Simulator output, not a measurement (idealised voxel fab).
process module | voxel transistor to metal
cross-section cut | 210 nm wide | cells 5 nm
A cross-section is a grid of square cells, given in bands from the top down. A band is one or more rows of cells.
Each band's line starts with the height of the band's top and of its bottom, in nm. Then come its materials from left to right, each with its width in nm. One material with "throughout" fills the band from edge to edge. "air" is empty space.
Height 0 is the level under which the wafer as received is all one material. The lowest band goes on downwards, as in "0 down".
A width such as "30 to 40" changes by the same amount from each row of cells to the next, from the band's top row to its bottom row.
"no change" after a step means that no cell of the cross-section changed.
closed voids: empty space of 8 cells or more with no open way to the top, each as width x height at its distance from the left edge, in nm
after a step's settings: what the simulator itself notes on the step
overlay nm, on a step with a mask: how far to the right of its planned place the mask lay; to the left if negative
plan
1 op RECEIVE | material Si
2 op CONFORMAL_DEP | material SiO2 | thk nm 5
3 op CONFORMAL_DEP | material SiN | thk nm 10
4 op DIRECTIONAL_DEP | material aC | thk nm 15
5 op PATTERN | tone cover | mask id ACTIVE | material resist | width nm 105 | thk nm 30 | overlay nm 0
6 op DIRECTIONAL_ETCH | etch materials aC | depth nm 15
7 op STRIP | etch materials resist
8 op DIRECTIONAL_ETCH | etch materials SiN | depth nm 10
9 op DIRECTIONAL_ETCH | etch materials SiO2 | depth nm 5
10 op DIRECTIONAL_ETCH | etch materials Si | depth nm 35
11 op STRIP | etch materials aC
12 op OXIDIZE | depth nm 5
13 op FILL_DEP | material SiO2 | thk nm 5
14 op CMP | height nm 15
15 op SELECTIVE_ETCH | etch materials SiO2 | depth nm 10
16 op STRIP | etch materials SiN
17 op SELECTIVE_ETCH | etch materials SiO2 | depth nm 5
18 op OXIDIZE | depth nm 5
19 op DIRECTIONAL_DEP | material polySi | thk nm 30
20 op DIRECTIONAL_DEP | material SiCN | thk nm 15
21 op PATTERN | tone cover | mask id GATE | material resist | width nm 25 | thk nm 20 | overlay nm 0
22 op DIRECTIONAL_ETCH | etch materials SiCN | depth nm 25
23 op DIRECTIONAL_ETCH | etch materials polySi | depth nm 40
24 op STRIP | etch materials resist
25 op CONFORMAL_DEP | material SiN | thk nm 5
26 op DIRECTIONAL_ETCH | etch materials SiN | depth nm 5
27 op DIRECTIONAL_ETCH | etch materials SiO2 | depth nm 5
28 op EPI | material pSi | thk nm 5
29 op FILL_DEP | material SiO2 | thk nm 5
30 op CMP | height nm 30
31 op STRIP | etch materials polySi
32 op SELECTIVE_ETCH | etch materials SiO2 | depth nm 5
33 op CONFORMAL_DEP | material HfO2 | thk nm 5
34 op CONFORMAL_DEP | material TiN | thk nm 5
35 op FILL_DEP | material W | thk nm 10
36 op CMP | height nm 25
37 op DIRECTIONAL_DEP | material SiO2 | thk nm 15
38 op MASKED_ETCH | tone open | mask id CONTACT | width nm 15 | pitch nm 70 | etch materials SiO2 | depth nm 40 | overlay nm 0
39 op CONFORMAL_DEP | material TiN | thk nm 5
40 op FILL_DEP | material W | thk nm 10
41 op CMP | height nm 40
42 op DIRECTIONAL_DEP | material TiN | thk nm 5
43 op DIRECTIONAL_DEP | material Ru | thk nm 20
44 op MASKED_ETCH | tone cover | mask id METAL_1 | width nm 15 | pitch nm 70 | etch materials Ru | depth nm 20 | overlay nm 0
45 op MASKED_ETCH | tone cover | mask id METAL_1 | width nm 15 | pitch nm 70 | etch materials TiN | depth nm 5 | overlay nm 0
46 op FILL_DEP | material lowk | thk nm 5
47 op CMP | height nm 65
48 op CONFORMAL_DEP | material SiCN | thk nm 5
first wafer, as planned
as received, after step 1
  0 down: Si throughout
  closed voids: none
after step 2
  5 to 0: SiO2 throughout
  below 0: unchanged
after step 3
  15 to 5: SiN throughout
  below 5: unchanged
after step 4
  30 to 15: aC throughout
  below 15: unchanged
after step 5
  60 to 30: air 50 | resist 105 | air 55
  below 30: unchanged
after step 6
  45 to 30: air 50 | resist 105 | air 55
  30 to 15: air 50 | aC 105 | air 55
  below 15: unchanged
after step 7
  30 to 15: air 50 | aC 105 | air 55
  below 15: unchanged
after step 8
  30 to 15: air 50 | aC 105 | air 55
  15 to 5: air 50 | SiN 105 | air 55
  below 5: unchanged
after step 9
  30 to 15: air 50 | aC 105 | air 55
  15 to 5: air 50 | SiN 105 | air 55
  5 to 0: air 50 | SiO2 105 | air 55
  below 0: unchanged
after step 10
  30 to 15: air 50 | aC 105 | air 55
  15 to 5: air 50 | SiN 105 | air 55
  5 to 0: air 50 | SiO2 105 | air 55
  0 to -35: air 50 | Si 105 | air 55
  below -35: unchanged
after step 11
  15 to 5: air 50 | SiN 105 | air 55
  below 5: unchanged
after step 12
  15 to 5: air 50 | SiN 105 | air 55
  5 to 0: air 50 | SiO2 105 | air 55
  0 to -35: air 50 | SiO2 5 | Si 95 | SiO2 5 | air 55
  -35 to -40: SiO2 55 | Si 95 | SiO2 60
  below -40: unchanged
after step 13
  20 to 15: SiO2 throughout
  15 to 5: SiO2 50 | SiN 105 | SiO2 55
  5 to 0: SiO2 throughout
  0 to -40: SiO2 55 | Si 95 | SiO2 60
  below -40: unchanged
after step 14
  15 to 5: SiO2 50 | SiN 105 | SiO2 55
  below 5: unchanged
after step 15
  15 to 5: air 50 | SiN 105 | air 55
  below 5: unchanged
after step 16
  5 to 0: SiO2 throughout
  below 0: unchanged
after step 17
  0 to -40: SiO2 55 | Si 95 | SiO2 60
  below -40: unchanged
after step 18
  0 to -5: SiO2 throughout
  below -5: unchanged
after step 19
  30 to 0: polySi throughout
  below 0: unchanged
after step 20
  45 to 30: SiCN throughout
  below 30: unchanged
after step 21
  65 to 45: air 90 | resist 25 | air 95
  below 45: unchanged
after step 22
  65 to 45: air 90 | resist 25 | air 95
  45 to 30: air 90 | SiCN 25 | air 95
  below 30: unchanged
after step 23
  65 to 45: air 90 | resist 25 | air 95
  45 to 30: air 90 | SiCN 25 | air 95
  30 to 0: air 90 | polySi 25 | air 95
  below 0: unchanged
after step 24
  45 to 30: air 90 | SiCN 25 | air 95
  below 30: unchanged
after step 25
  50 to 45: air 85 | SiN 35 | air 90
  45 to 30: air 85 | SiN 5 | SiCN 25 | SiN 5 | air 90
  30 to 5: air 85 | SiN 5 | polySi 25 | SiN 5 | air 90
  5 to 0: SiN 90 | polySi 25 | SiN 95
  below 0: unchanged
after step 26
  45 to 30: air 85 | SiN 5 | SiCN 25 | SiN 5 | air 90
  30 to 0: air 85 | SiN 5 | polySi 25 | SiN 5 | air 90
  below 0: unchanged
after step 27
  45 to 30: air 85 | SiN 5 | SiCN 25 | SiN 5 | air 90
  30 to 0: air 85 | SiN 5 | polySi 25 | SiN 5 | air 90
  0 to -5: air 85 | SiO2 35 | air 90
  below -5: unchanged
after step 28
  45 to 30: air 85 | SiN 5 | SiCN 25 | SiN 5 | air 90
  30 to 0: air 85 | SiN 5 | polySi 25 | SiN 5 | air 90
  0 to -5: air 50 | pSi 35 | SiO2 35 | pSi 35 | air 55
  below -5: unchanged
after step 29
  50 to 45: SiO2 throughout
  45 to 30: SiO2 85 | SiN 5 | SiCN 25 | SiN 5 | SiO2 90
  30 to 0: SiO2 85 | SiN 5 | polySi 25 | SiN 5 | SiO2 90
  0 to -5: SiO2 50 | pSi 35 | SiO2 35 | pSi 35 | SiO2 55
  below -5: unchanged
after step 30
  30 to 0: SiO2 85 | SiN 5 | polySi 25 | SiN 5 | SiO2 90
  below 0: unchanged
after step 31
  30 to 0: SiO2 85 | SiN 5 | air 25 | SiN 5 | SiO2 90
  below 0: unchanged
after step 32
  30 to 25: air 85 | SiN 5 | air 25 | SiN 5 | air 90
  25 to 0: SiO2 85 | SiN 5 | air 25 | SiN 5 | SiO2 90
  0 to -5: SiO2 50 | pSi 35 | air 35 | pSi 35 | SiO2 55
  below -5: unchanged
after step 33
  35 to 30: air 80 | HfO2 15 | air 15 | HfO2 15 | air 85
  30 to 25: HfO2 85 | SiN 5 | HfO2 5 | air 15 | HfO2 5 | SiN 5 | HfO2 90
  25 to 0: SiO2 85 | SiN 5 | HfO2 5 | air 15 | HfO2 5 | SiN 5 | SiO2 90
  0 to -5: SiO2 50 | pSi 35 | HfO2 35 | pSi 35 | SiO2 55
  below -5: unchanged
after step 34
  40 to 35: air 75 | TiN 25 | air 5 | TiN 25 | air 80
  35 to 30: TiN 80 | HfO2 15 | TiN 5 | air 5 | TiN 5 | HfO2 15 | TiN 85
  30 to 25: HfO2 85 | SiN 5 | HfO2 5 | TiN 5 | air 5 | TiN 5 | HfO2 5 | SiN 5 | HfO2 90
  25 to 5: SiO2 85 | SiN 5 | HfO2 5 | TiN 5 | air 5 | TiN 5 | HfO2 5 | SiN 5 | SiO2 90
  5 to 0: SiO2 85 | SiN 5 | HfO2 5 | TiN 15 | HfO2 5 | SiN 5 | SiO2 90
  below 0: unchanged
after step 35
  50 to 40: W throughout
  40 to 35: W 75 | TiN 25 | W 5 | TiN 25 | W 80
  35 to 30: TiN 80 | HfO2 15 | TiN 5 | W 5 | TiN 5 | HfO2 15 | TiN 85
  30 to 25: HfO2 85 | SiN 5 | HfO2 5 | TiN 5 | W 5 | TiN 5 | HfO2 5 | SiN 5 | HfO2 90
  25 to 5: SiO2 85 | SiN 5 | HfO2 5 | TiN 5 | W 5 | TiN 5 | HfO2 5 | SiN 5 | SiO2 90
  below 5: unchanged
after step 36
  25 to 5: SiO2 85 | SiN 5 | HfO2 5 | TiN 5 | W 5 | TiN 5 | HfO2 5 | SiN 5 | SiO2 90
  below 5: unchanged
after step 37
  40 to 25: SiO2 throughout
  below 25: unchanged
after step 38
  40 to 25: SiO2 60 | air 15 | SiO2 55 | air 15 | SiO2 65
  25 to 5: SiO2 60 | air 15 | SiO2 10 | SiN 5 | HfO2 5 | TiN 5 | W 5 | TiN 5 | HfO2 5 | SiN 5 | SiO2 10 | air 15 | SiO2 65
  5 to 0: SiO2 60 | air 15 | SiO2 10 | SiN 5 | HfO2 5 | TiN 15 | HfO2 5 | SiN 5 | SiO2 10 | air 15 | SiO2 65
  below 0: unchanged
after step 39
  45 to 40: TiN 65 | air 5 | TiN 65 | air 5 | TiN 70
  40 to 25: SiO2 60 | TiN 5 | air 5 | TiN 5 | SiO2 55 | TiN 5 | air 5 | TiN 5 | SiO2 65
  25 to 5: SiO2 60 | TiN 5 | air 5 | TiN 5 | SiO2 10 | SiN 5 | HfO2 5 | TiN 5 | W 5 | TiN 5 | HfO2 5 | SiN 5 | SiO2 10 | TiN 5 | air 5 | TiN 5 | SiO2 65
  5 to 0: SiO2 60 | TiN 15 | SiO2 10 | SiN 5 | HfO2 5 | TiN 15 | HfO2 5 | SiN 5 | SiO2 10 | TiN 15 | SiO2 65
  below 0: unchanged
after step 40
  55 to 45: W throughout
  45 to 40: TiN 65 | W 5 | TiN 65 | W 5 | TiN 70
  40 to 25: SiO2 60 | TiN 5 | W 5 | TiN 5 | SiO2 55 | TiN 5 | W 5 | TiN 5 | SiO2 65
  25 to 5: SiO2 60 | TiN 5 | W 5 | TiN 5 | SiO2 10 | SiN 5 | HfO2 5 | TiN 5 | W 5 | TiN 5 | HfO2 5 | SiN 5 | SiO2 10 | TiN 5 | W 5 | TiN 5 | SiO2 65
  below 5: unchanged
after step 41
  40 to 25: SiO2 60 | TiN 5 | W 5 | TiN 5 | SiO2 55 | TiN 5 | W 5 | TiN 5 | SiO2 65
  below 25: unchanged
after step 42
  45 to 40: TiN throughout
  below 40: unchanged
after step 43
  65 to 45: Ru throughout
  below 45: unchanged
after step 44
  65 to 45: air 60 | Ru 15 | air 55 | Ru 15 | air 65
  below 45: unchanged
after step 45
  65 to 45: air 60 | Ru 15 | air 55 | Ru 15 | air 65
  45 to 40: air 60 | TiN 15 | air 55 | TiN 15 | air 65
  below 40: unchanged
after step 46
  70 to 65: lowk throughout
  65 to 45: lowk 60 | Ru 15 | lowk 55 | Ru 15 | lowk 65
  45 to 40: lowk 60 | TiN 15 | lowk 55 | TiN 15 | lowk 65
  below 40: unchanged
after step 47
  65 to 45: lowk 60 | Ru 15 | lowk 55 | Ru 15 | lowk 65
  below 45: unchanged
after step 48
  70 to 65: SiCN throughout
  below 65: unchanged
second wafer: like start, like plan, one mistake. Through step 4 it matches the first wafer
when step 5 should have ended
  60 to 30: air 45 | resist 115 | air 50
  below 30: unchanged
when step 6 should have ended
  45 to 30: air 45 | resist 115 | air 50
  30 to 15: air 45 | aC 115 | air 50
  below 15: unchanged
when step 7 should have ended
  30 to 15: air 45 | aC 115 | air 50
  below 15: unchanged
when step 8 should have ended
  30 to 15: air 45 | aC 115 | air 50
  15 to 5: air 45 | SiN 115 | air 50
  below 5: unchanged
when step 9 should have ended
  30 to 15: air 45 | aC 115 | air 50
  15 to 5: air 45 | SiN 115 | air 50
  5 to 0: air 45 | SiO2 115 | air 50
  below 0: unchanged
when step 10 should have ended
  30 to 15: air 45 | aC 115 | air 50
  15 to 5: air 45 | SiN 115 | air 50
  5 to 0: air 45 | SiO2 115 | air 50
  0 to -35: air 45 | Si 115 | air 50
  below -35: unchanged
when step 11 should have ended
  15 to 5: air 45 | SiN 115 | air 50
  below 5: unchanged
when step 12 should have ended
  15 to 5: air 45 | SiN 115 | air 50
  5 to 0: air 45 | SiO2 115 | air 50
  0 to -35: air 45 | SiO2 5 | Si 105 | SiO2 5 | air 50
  -35 to -40: SiO2 50 | Si 105 | SiO2 55
  below -40: unchanged
when step 13 should have ended
  20 to 15: SiO2 throughout
  15 to 5: SiO2 45 | SiN 115 | SiO2 50
  5 to 0: SiO2 throughout
  0 to -40: SiO2 50 | Si 105 | SiO2 55
  below -40: unchanged
when step 14 should have ended
  15 to 5: SiO2 45 | SiN 115 | SiO2 50
  below 5: unchanged
when step 15 should have ended
  15 to 5: air 45 | SiN 115 | air 50
  below 5: unchanged
when step 16 should have ended
  5 to 0: SiO2 throughout
  below 0: unchanged
when step 17 should have ended
  0 to -40: SiO2 50 | Si 105 | SiO2 55
  below -40: unchanged
when step 18 should have ended
  0 to -5: SiO2 throughout
  below -5: unchanged
when step 19 should have ended
  30 to 0: polySi throughout
  below 0: unchanged
when step 20 should have ended
  45 to 30: SiCN throughout
  below 30: unchanged
when step 21 should have ended
  65 to 45: air 90 | resist 25 | air 95
  below 45: unchanged
when step 22 should have ended
  65 to 45: air 90 | resist 25 | air 95
  45 to 30: air 90 | SiCN 25 | air 95
  below 30: unchanged
when step 23 should have ended
  65 to 45: air 90 | resist 25 | air 95
  45 to 30: air 90 | SiCN 25 | air 95
  30 to 0: air 90 | polySi 25 | air 95
  below 0: unchanged
when step 24 should have ended
  45 to 30: air 90 | SiCN 25 | air 95
  below 30: unchanged
when step 25 should have ended
  50 to 45: air 85 | SiN 35 | air 90
  45 to 30: air 85 | SiN 5 | SiCN 25 | SiN 5 | air 90
  30 to 5: air 85 | SiN 5 | polySi 25 | SiN 5 | air 90
  5 to 0: SiN 90 | polySi 25 | SiN 95
  below 0: unchanged
when step 26 should have ended
  45 to 30: air 85 | SiN 5 | SiCN 25 | SiN 5 | air 90
  30 to 0: air 85 | SiN 5 | polySi 25 | SiN 5 | air 90
  below 0: unchanged
when step 27 should have ended
  45 to 30: air 85 | SiN 5 | SiCN 25 | SiN 5 | air 90
  30 to 0: air 85 | SiN 5 | polySi 25 | SiN 5 | air 90
  0 to -5: air 85 | SiO2 35 | air 90
  below -5: unchanged
when step 28 should have ended
  45 to 30: air 85 | SiN 5 | SiCN 25 | SiN 5 | air 90
  30 to 0: air 85 | SiN 5 | polySi 25 | SiN 5 | air 90
  0 to -5: air 45 | pSi 40 | SiO2 35 | pSi 40 | air 50
  below -5: unchanged
when step 29 should have ended
  50 to 45: SiO2 throughout
  45 to 30: SiO2 85 | SiN 5 | SiCN 25 | SiN 5 | SiO2 90
  30 to 0: SiO2 85 | SiN 5 | polySi 25 | SiN 5 | SiO2 90
  0 to -5: SiO2 45 | pSi 40 | SiO2 35 | pSi 40 | SiO2 50
  below -5: unchanged
when step 30 should have ended
  30 to 0: SiO2 85 | SiN 5 | polySi 25 | SiN 5 | SiO2 90
  below 0: unchanged
when step 31 should have ended
  30 to 0: SiO2 85 | SiN 5 | air 25 | SiN 5 | SiO2 90
  below 0: unchanged
when step 32 should have ended
  30 to 25: air 85 | SiN 5 | air 25 | SiN 5 | air 90
  25 to 0: SiO2 85 | SiN 5 | air 25 | SiN 5 | SiO2 90
  0 to -5: SiO2 45 | pSi 40 | air 35 | pSi 40 | SiO2 50
  below -5: unchanged
when step 33 should have ended
  35 to 30: air 80 | HfO2 15 | air 15 | HfO2 15 | air 85
  30 to 25: HfO2 85 | SiN 5 | HfO2 5 | air 15 | HfO2 5 | SiN 5 | HfO2 90
  25 to 0: SiO2 85 | SiN 5 | HfO2 5 | air 15 | HfO2 5 | SiN 5 | SiO2 90
  0 to -5: SiO2 45 | pSi 40 | HfO2 35 | pSi 40 | SiO2 50
  below -5: unchanged
when step 34 should have ended
  40 to 35: air 75 | TiN 25 | air 5 | TiN 25 | air 80
  35 to 30: TiN 80 | HfO2 15 | TiN 5 | air 5 | TiN 5 | HfO2 15 | TiN 85
  30 to 25: HfO2 85 | SiN 5 | HfO2 5 | TiN 5 | air 5 | TiN 5 | HfO2 5 | SiN 5 | HfO2 90
  25 to 5: SiO2 85 | SiN 5 | HfO2 5 | TiN 5 | air 5 | TiN 5 | HfO2 5 | SiN 5 | SiO2 90
  5 to 0: SiO2 85 | SiN 5 | HfO2 5 | TiN 15 | HfO2 5 | SiN 5 | SiO2 90
  below 0: unchanged
when step 35 should have ended
  50 to 40: W throughout
  40 to 35: W 75 | TiN 25 | W 5 | TiN 25 | W 80
  35 to 30: TiN 80 | HfO2 15 | TiN 5 | W 5 | TiN 5 | HfO2 15 | TiN 85
  30 to 25: HfO2 85 | SiN 5 | HfO2 5 | TiN 5 | W 5 | TiN 5 | HfO2 5 | SiN 5 | HfO2 90
  25 to 5: SiO2 85 | SiN 5 | HfO2 5 | TiN 5 | W 5 | TiN 5 | HfO2 5 | SiN 5 | SiO2 90
  below 5: unchanged
when step 36 should have ended
  25 to 5: SiO2 85 | SiN 5 | HfO2 5 | TiN 5 | W 5 | TiN 5 | HfO2 5 | SiN 5 | SiO2 90
  below 5: unchanged
when step 37 should have ended
  40 to 25: SiO2 throughout
  below 25: unchanged
when step 38 should have ended
  40 to 25: SiO2 60 | air 15 | SiO2 55 | air 15 | SiO2 65
  25 to 5: SiO2 60 | air 15 | SiO2 10 | SiN 5 | HfO2 5 | TiN 5 | W 5 | TiN 5 | HfO2 5 | SiN 5 | SiO2 10 | air 15 | SiO2 65
  5 to 0: SiO2 60 | air 15 | SiO2 10 | SiN 5 | HfO2 5 | TiN 15 | HfO2 5 | SiN 5 | SiO2 10 | air 15 | SiO2 65
  below 0: unchanged
when step 39 should have ended
  45 to 40: TiN 65 | air 5 | TiN 65 | air 5 | TiN 70
  40 to 25: SiO2 60 | TiN 5 | air 5 | TiN 5 | SiO2 55 | TiN 5 | air 5 | TiN 5 | SiO2 65
  25 to 5: SiO2 60 | TiN 5 | air 5 | TiN 5 | SiO2 10 | SiN 5 | HfO2 5 | TiN 5 | W 5 | TiN 5 | HfO2 5 | SiN 5 | SiO2 10 | TiN 5 | air 5 | TiN 5 | SiO2 65
  5 to 0: SiO2 60 | TiN 15 | SiO2 10 | SiN 5 | HfO2 5 | TiN 15 | HfO2 5 | SiN 5 | SiO2 10 | TiN 15 | SiO2 65
  below 0: unchanged
when step 40 should have ended
  55 to 45: W throughout
  45 to 40: TiN 65 | W 5 | TiN 65 | W 5 | TiN 70
  40 to 25: SiO2 60 | TiN 5 | W 5 | TiN 5 | SiO2 55 | TiN 5 | W 5 | TiN 5 | SiO2 65
  25 to 5: SiO2 60 | TiN 5 | W 5 | TiN 5 | SiO2 10 | SiN 5 | HfO2 5 | TiN 5 | W 5 | TiN 5 | HfO2 5 | SiN 5 | SiO2 10 | TiN 5 | W 5 | TiN 5 | SiO2 65
  below 5: unchanged
when step 41 should have ended
  40 to 25: SiO2 60 | TiN 5 | W 5 | TiN 5 | SiO2 55 | TiN 5 | W 5 | TiN 5 | SiO2 65
  below 25: unchanged
when step 42 should have ended
  45 to 40: TiN throughout
  below 40: unchanged
when step 43 should have ended
  65 to 45: Ru throughout
  below 45: unchanged
when step 44 should have ended
  65 to 45: air 60 | Ru 15 | air 55 | Ru 15 | air 65
  below 45: unchanged
when step 45 should have ended
  65 to 45: air 60 | Ru 15 | air 55 | Ru 15 | air 65
  45 to 40: air 60 | TiN 15 | air 55 | TiN 15 | air 65
  below 40: unchanged
when step 46 should have ended
  70 to 65: lowk throughout
  65 to 45: lowk 60 | Ru 15 | lowk 55 | Ru 15 | lowk 65
  45 to 40: lowk 60 | TiN 15 | lowk 55 | TiN 15 | lowk 65
  below 40: unchanged
when step 47 should have ended
  65 to 45: lowk 60 | Ru 15 | lowk 55 | Ru 15 | lowk 65
  below 45: unchanged
when step 48 should have ended
  70 to 65: SiCN throughout
  below 65: unchanged
what went wrong: step 5 ran as: op PATTERN | tone cover | mask id ACTIVE | material resist | width nm 115 | thk nm 30 | overlay nm 0
at the end the second wafer has, in cells: 14 more of Si | 16 fewer of SiO2 | 2 more of pSi
